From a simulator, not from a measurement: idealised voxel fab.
Process module name: voxel air gaps
Cross-section cut spans 165 nm and uses square cells 5 nm in size.
Cross-section = grid of square cells, listed top down in bands; band = one or more rows.
In this notation a band is specified by the heights of its top and bottom, in that order and in nm, after which its materials appear from left to right, each paired with its width in nm. The word "full width" attached to a single material means that material fills the band from edge to edge; the word "empty" stands for empty space.
The level at which height equals 0 is the one under which the wafer, as it arrives, is entirely one material. No lower edge exists for the bottom band, which continues downward and is notated as in "0 nm and below".
The expression "30..40" gives the width at the extremes of the band, the first number at its top row of cells and the second at its bottom row, with the width changing by equal amounts from each row to the next in between.
Step note "left unchanged" = no cross-section cell changed.
The entry "Closed cavities" lists the empty spaces that cover at least 8 cells and have no open path to the top. Each is written as width x height at distance, where the distance is measured from the left edge and all three values are in nm.
Past the settings on a step's line: simulator remark, on that step.
"overlay nm" answers the question of how far to the right of plan the mask lay on a step that has a mask, and when it is negative the answer is to the left.
PROCESS STEPS - PLAN
1,RECEIVE: material Si
2,CONFORMAL_DEP: material SiO2, thk nm 10
3,CONFORMAL_DEP: material SiN, thk nm 5
4,DIRECTIONAL_DEP: material lowk, thk nm 35
5,PATTERN: tone open, mask id LINES, material resist, width nm 15, pitch nm 45, thk nm 20, overlay nm 0
6,DIRECTIONAL_ETCH: etch materials lowk, depth nm 35
7,STRIP: etch materials resist
8,CONFORMAL_DEP: material TiN, thk nm 5
9,FILL_DEP: material Ru, thk nm 5
10,CMP: height nm 50
11,EPI: material Ru, thk nm 10
12,SELECTIVE_ETCH: etch materials lowk, depth nm 45
13,CONFORMAL_DEP: material SiCN, thk nm 5
WAFER AT RECEIPT (POST STEP 1), CROSS-SECTION
0 nm and below = Si full width
Closed cavities: none
SECTIONED VIEW, FIRST OF TWO WAFERS, AT THE CLOSE OF THE MODULE, PROCESSED AS INTENDED IN THE PLAN
65 nm to 60 nm = empty 15; SiCN 135; empty 15
60 nm to 50 nm = empty 15; SiCN 5; Ru 35; SiCN 10; Ru 35; SiCN 10; Ru 35; SiCN 5; empty 15
50 nm to 45 nm = empty 15; SiCN 15; TiN 5; Ru 5; TiN 5; SiCN 30; TiN 5; Ru 5; TiN 5; SiCN 30; TiN 5; Ru 5; TiN 5; SiCN 15; empty 15
45 nm to 20 nm = empty 25; SiCN 5; TiN 5; Ru 5; TiN 5; SiCN 5; empty 20; SiCN 5; TiN 5; Ru 5; TiN 5; SiCN 5; empty 20; SiCN 5; TiN 5; Ru 5; TiN 5; SiCN 5; empty 25
20 nm to 15 nm = SiCN 30; TiN 15; SiCN 30; TiN 15; SiCN 30; TiN 15; SiCN 30
15 nm to 10 nm = SiN full width
10 nm to 0 nm = SiO2 full width
0 nm and below = Si full width
Closed cavities: 20 x 25 at 50; 20 x 25 at 95
SECOND WAFER OF THE TWO, SECTIONED AT THE END OF THE MODULE. IT BEGAN LIKE THE FIRST AND FOLLOWED THE SAME PLAN, BUT ONE MISTAKE WAS MADE WHILE RUNNING IT
55 nm to 50 nm = empty 15; SiCN 135; empty 15
50 nm to 40 nm = empty 15; SiCN 5; Ru 35; SiCN 10; Ru 35; SiCN 10; Ru 35; SiCN 5; empty 15
40 nm to 35 nm = empty 15; SiCN 15; TiN 5; Ru 5; TiN 5; SiCN 30; TiN 5; Ru 5; TiN 5; SiCN 30; TiN 5; Ru 5; TiN 5; SiCN 15; empty 15
35 nm to 20 nm = empty 25; SiCN 5; TiN 5; Ru 5; TiN 5; SiCN 5; empty 20; SiCN 5; TiN 5; Ru 5; TiN 5; SiCN 5; empty 20; SiCN 5; TiN 5; Ru 5; TiN 5; SiCN 5; empty 25
20 nm to 15 nm = SiCN 30; TiN 15; SiCN 30; TiN 15; SiCN 30; TiN 15; SiCN 30
15 nm to 10 nm = SiN full width
10 nm to 0 nm = SiO2 full width
0 nm and below = Si full width
Closed cavities: 20 x 15 at 50; 20 x 15 at 95
What went wrong in running the wafer? step 10 did not use the planned setting and instead ran as CMP: height nm 40
Final difference in cells, second wafer against first, listed per material as more or fewer: Ru -6, SiCN -12, TiN -12
